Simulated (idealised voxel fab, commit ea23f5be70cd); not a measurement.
You're looking at the process module voxel transistor to metal.
Square cell edge 5 nm, section width 295 nm, ID cut.
Square cells in a grid make up a cross-section in this document, and the grid is given as bands, listed from the top down, each one or more rows of cells.
Within each band entry, the heights of the top and of the bottom of the band appear first, in that order and in nm; the materials of the band then follow from left to right, each with its corresponding width in nm. The designation "all across" on a single material indicates that it fills the band from edge to edge; the designation "empty" indicates empty space.
Height 0 is the level under which the wafer as received is all one material. The lowest band goes on downwards, as in "0..down".
Width "30->40": first value at the band's top row of cells, second value at its bottom row, equal change from row to row.
It should be understood that the words "everything unchanged", when stated for a given step, signify that the cross-section underwent no change in any of its cells during that step.
Reported under the label "Sealed internal cavities" are the empty spaces having no open way to the top and comprising 8 cells or more; the notation for each is width x height at distance, in which the distance is measured from the left edge and all three values are in nm.
On a step's line, text after the settings is the simulator commenting on that step.
overlay nm: where the mask lay relative to plan, measured to the right, on steps with a mask; negatives go left.
LISTED BELOW ARE THE PROCESS STEPS AS PLANNED
1,RECEIVE (material Si)
2,OXIDIZE (depth nm 5)
3,CONFORMAL_DEP (material SiN; thk nm 10)
4,MASKED_ETCH (tone cover; mask id ACTIVE; width nm 90; pitch nm 110; etch materials SiN; depth nm 10; overlay nm 0)
5,MASKED_ETCH (tone cover; mask id ACTIVE; width nm 90; pitch nm 110; etch materials SiO2; depth nm 5; overlay nm 0)
6,MASKED_ETCH (tone cover; mask id ACTIVE; width nm 90; pitch nm 110; etch materials Si; depth nm 25; overlay nm 0)
7,FILL_DEP (material SiO2; thk nm 15)
8,CMP (height nm 10)
9,SELECTIVE_ETCH (etch materials SiO2; depth nm 10)
10,STRIP (etch materials SiN)
11,SELECTIVE_ETCH (etch materials SiO2; depth nm 5)
12,OXIDIZE (depth nm 5)
13,DIRECTIONAL_DEP (material polySi; thk nm 25)
14,DIRECTIONAL_DEP (material SiCN; thk nm 10)
15,MASKED_ETCH (tone cover; mask id GATE; width nm 20; pitch nm 110; etch materials SiCN; depth nm 20; overlay nm 0)
16,MASKED_ETCH (tone cover; mask id GATE; width nm 20; pitch nm 110; etch materials polySi; depth nm 35; overlay nm 0)
17,CONFORMAL_DEP (material SiO2; thk nm 5)
18,DIRECTIONAL_ETCH (etch materials SiO2; depth nm 5)
19,CONFORMAL_DEP (material SiN; thk nm 10)
20,DIRECTIONAL_ETCH (etch materials SiN; depth nm 10)
21,DIRECTIONAL_ETCH (etch materials SiO2; depth nm 5)
22,DIRECTIONAL_ETCH (etch materials Si; depth nm 5)
23,EPI (material SiGe; thk nm 10)
24,FILL_DEP (material SiO2; thk nm 5)
25,CMP (height nm 30)
26,DIRECTIONAL_DEP (material SiO2; thk nm 10)
27,PATTERN (tone open; mask id CONTACT; material resist; width nm 15; thk nm 20; overlay nm 0)
28,DIRECTIONAL_ETCH (etch materials SiO2; depth nm 45)
29,STRIP (etch materials resist)
30,CONFORMAL_DEP (material TiN; thk nm 5)
31,FILL_DEP (material W; thk nm 5)
32,CMP (height nm 40)
33,DIRECTIONAL_DEP (material TiN; thk nm 5)
34,DIRECTIONAL_DEP (material Ru; thk nm 25)
35,MASKED_ETCH (tone cover; mask id METAL_1; width nm 15; etch materials Ru; depth nm 25; overlay nm 0)
36,MASKED_ETCH (tone cover; mask id METAL_1; width nm 15; etch materials TiN; depth nm 5; overlay nm 0)
37,FILL_DEP (material SiO2; thk nm 5)
38,CMP (height nm 70)
39,CONFORMAL_DEP (material SiCN; thk nm 5)
40,DIRECTIONAL_DEP (material SiO2; thk nm 30)
41,DIRECTIONAL_DEP (material aC; thk nm 10)
42,PATTERN (tone open; mask id METAL_2; material resist; width nm 15; pitch nm 110; thk nm 25; overlay nm 0)
43,DIRECTIONAL_ETCH (etch materials aC; depth nm 10)
44,STRIP (etch materials resist)
45,DIRECTIONAL_ETCH (etch materials SiO2; depth nm 15)
46,STRIP (etch materials aC)
47,MASKED_ETCH (tone open; mask id METAL_2_HOLES; width nm 15; pitch nm 110; etch materials SiO2; depth nm 15; overlay nm 0)
48,MASKED_ETCH (tone open; mask id METAL_2_HOLES; width nm 15; pitch nm 110; etch materials SiCN; depth nm 5; overlay nm 0)
49,CONFORMAL_DEP (material TiN; thk nm 5)
50,FILL_DEP (material Ru; thk nm 10)
51,CMP (height nm 105)
52,CONFORMAL_DEP (material SiN; thk nm 5)
AS-RECEIVED WAFER CROSS-SECTION (AFTER STEP 1)
	0..down: Si all across
	Sealed internal cavities: none
LOOKING AT THE FIRST OF TWO WAFERS IN CROSS-SECTION AT END OF MODULE - RAN TO PLAN
	110..105: SiN all across
	105..75: 50 nm SiO2 / 5 nm TiN / 5 nm Ru / 5 nm TiN / 95 nm SiO2 / 5 nm TiN / 5 nm Ru / 5 nm TiN / 120 nm SiO2
	75..70: 50 nm SiCN / 15 nm TiN / 95 nm SiCN / 15 nm TiN / 120 nm SiCN
	70..45: 50 nm SiO2 / 15 nm Ru / 50 nm SiO2 / 15 nm Ru / 30 nm SiO2 / 15 nm Ru / 50 nm SiO2 / 15 nm Ru / 55 nm SiO2
	45..40: 50 nm SiO2 / 15 nm TiN / 50 nm SiO2 / 15 nm TiN / 30 nm SiO2 / 15 nm TiN / 50 nm SiO2 / 15 nm TiN / 55 nm SiO2
	40..30: 50 nm SiO2 / 5 nm TiN / 5 nm W / 5 nm TiN / 50 nm SiO2 / 5 nm TiN / 5 nm W / 5 nm TiN / 30 nm SiO2 / 5 nm TiN / 5 nm W / 5 nm TiN / 50 nm SiO2 / 5 nm TiN / 5 nm W / 5 nm TiN / 55 nm SiO2
	30..20: 50 nm SiO2 / 5 nm TiN / 5 nm W / 5 nm TiN / 10 nm SiN / 5 nm SiO2 / 20 nm SiCN / 5 nm SiO2 / 10 nm SiN / 5 nm TiN / 5 nm W / 5 nm TiN / 30 nm SiO2 / 5 nm TiN / 5 nm W / 5 nm TiN / 10 nm SiN / 5 nm SiO2 / 20 nm SiCN / 5 nm SiO2 / 10 nm SiN / 5 nm TiN / 5 nm W / 5 nm TiN / 55 nm SiO2
	20..5: 50 nm SiO2 / 5 nm TiN / 5 nm W / 5 nm TiN / 10 nm SiN / 5 nm SiO2 / 20 nm polySi / 5 nm SiO2 / 10 nm SiN / 5 nm TiN / 5 nm W / 5 nm TiN / 30 nm SiO2 / 5 nm TiN / 5 nm W / 5 nm TiN / 10 nm SiN / 5 nm SiO2 / 20 nm polySi / 5 nm SiO2 / 10 nm SiN / 5 nm TiN / 5 nm W / 5 nm TiN / 55 nm SiO2
	5..0: 50 nm SiO2 / 15 nm TiN / 10 nm SiN / 5 nm SiO2 / 20 nm polySi / 5 nm SiO2 / 10 nm SiN / 15 nm TiN / 30 nm SiO2 / 15 nm TiN / 10 nm SiN / 5 nm SiO2 / 20 nm polySi / 5 nm SiO2 / 10 nm SiN / 15 nm TiN / 55 nm SiO2
	0..-5: 50 nm SiO2 / 5 nm TiN / 10 nm SiGe / 10 nm SiN / 5 nm SiO2 / 20 nm polySi / 5 nm SiO2 / 10 nm SiN / 10 nm SiGe / 5 nm TiN / 30 nm SiO2 / 5 nm TiN / 10 nm SiGe / 10 nm SiN / 5 nm SiO2 / 20 nm polySi / 5 nm SiO2 / 10 nm SiN / 10 nm SiGe / 5 nm TiN / 55 nm SiO2
	-5..-10: 40 nm SiO2 / 25 nm SiGe / 50 nm SiO2 / 25 nm SiGe / 10 nm SiO2 / 25 nm SiGe / 50 nm SiO2 / 25 nm SiGe / 45 nm SiO2
	-10..-15: 45 nm SiO2 / 20 nm SiGe / 50 nm Si / 20 nm SiGe / 20 nm SiO2 / 20 nm SiGe / 50 nm Si / 20 nm SiGe / 50 nm SiO2
	-15..-30: 45 nm SiO2 / 90 nm Si / 20 nm SiO2 / 90 nm Si / 50 nm SiO2
	-30..down: Si all across
	Sealed internal cavities: none
SAME START, SAME PLAN AS THE FIRST WAFER - BUT ONE MISTAKE IN THE RUN. CROSS-SECTION OF THE SECOND OF THE TWO AT THE END OF THE MODULE
	110..105: SiN all across
	105..75: 50 nm SiO2 / 5 nm TiN / 5 nm Ru / 5 nm TiN / 95 nm SiO2 / 5 nm TiN / 5 nm Ru / 5 nm TiN / 120 nm SiO2
	75..70: 50 nm SiCN / 15 nm TiN / 95 nm SiCN / 15 nm TiN / 120 nm SiCN
	70..45: 50 nm SiO2 / 15 nm Ru / 50 nm SiO2 / 15 nm Ru / 30 nm SiO2 / 15 nm Ru / 50 nm SiO2 / 15 nm Ru / 55 nm SiO2
	45..40: 50 nm SiO2 / 15 nm TiN / 50 nm SiO2 / 15 nm TiN / 30 nm SiO2 / 15 nm TiN / 50 nm SiO2 / 15 nm TiN / 55 nm SiO2
	40..35: 45 nm W / 5 nm TiN / 15 nm SiO2 / 5 nm TiN / 40 nm W / 5 nm TiN / 15 nm SiO2 / 5 nm TiN / 20 nm W / 5 nm TiN / 15 nm SiO2 / 5 nm TiN / 40 nm W / 5 nm TiN / 15 nm SiO2 / 5 nm TiN / 50 nm W
	35..30: 45 nm W / 5 nm TiN / 15 nm SiO2 / 50 nm TiN / 15 nm SiO2 / 5 nm TiN / 20 nm W / 5 nm TiN / 15 nm SiO2 / 50 nm TiN / 15 nm SiO2 / 5 nm TiN / 50 nm W
	30..20: 45 nm W / 5 nm TiN / 15 nm SiO2 / 10 nm SiN / 5 nm TiN / 20 nm SiCN / 5 nm TiN / 10 nm SiN / 15 nm SiO2 / 5 nm TiN / 20 nm W / 5 nm TiN / 15 nm SiO2 / 10 nm SiN / 5 nm TiN / 20 nm SiCN / 5 nm TiN / 10 nm SiN / 15 nm SiO2 / 5 nm TiN / 50 nm W
	20..0: 45 nm W / 5 nm TiN / 15 nm SiO2 / 10 nm SiN / 5 nm TiN / 20 nm polySi / 5 nm TiN / 10 nm SiN / 15 nm SiO2 / 5 nm TiN / 20 nm W / 5 nm TiN / 15 nm SiO2 / 10 nm SiN / 5 nm TiN / 20 nm polySi / 5 nm TiN / 10 nm SiN / 15 nm SiO2 / 5 nm TiN / 50 nm W
	0..-5: 50 nm TiN / 5 nm SiO2 / 10 nm SiGe / 10 nm SiN / 5 nm TiN / 20 nm polySi / 5 nm TiN / 10 nm SiN / 10 nm SiGe / 5 nm SiO2 / 30 nm TiN / 5 nm SiO2 / 10 nm SiGe / 10 nm SiN / 5 nm TiN / 20 nm polySi / 5 nm TiN / 10 nm SiN / 10 nm SiGe / 5 nm SiO2 / 55 nm TiN
	-5..-10: 40 nm SiO2 / 25 nm SiGe / 50 nm SiO2 / 25 nm SiGe / 10 nm SiO2 / 25 nm SiGe / 50 nm SiO2 / 25 nm SiGe / 45 nm SiO2
	-10..-15: 45 nm SiO2 / 20 nm SiGe / 50 nm Si / 20 nm SiGe / 20 nm SiO2 / 20 nm SiGe / 50 nm Si / 20 nm SiGe / 50 nm SiO2
	-15..-30: 45 nm SiO2 / 90 nm Si / 20 nm SiO2 / 90 nm Si / 50 nm SiO2
	-30..down: Si all across
	Sealed internal cavities: none
What broke from the plan during processing? step 27 ran differently from the plan; actual operation with settings: PATTERN (tone cover; mask id CONTACT; material resist; width nm 15; thk nm 20; overlay nm 0)
End check, counted in cells, second wafer has more or fewer of these materials than the first: SiO2: 211 fewer; TiN: 39 more; W: 172 more
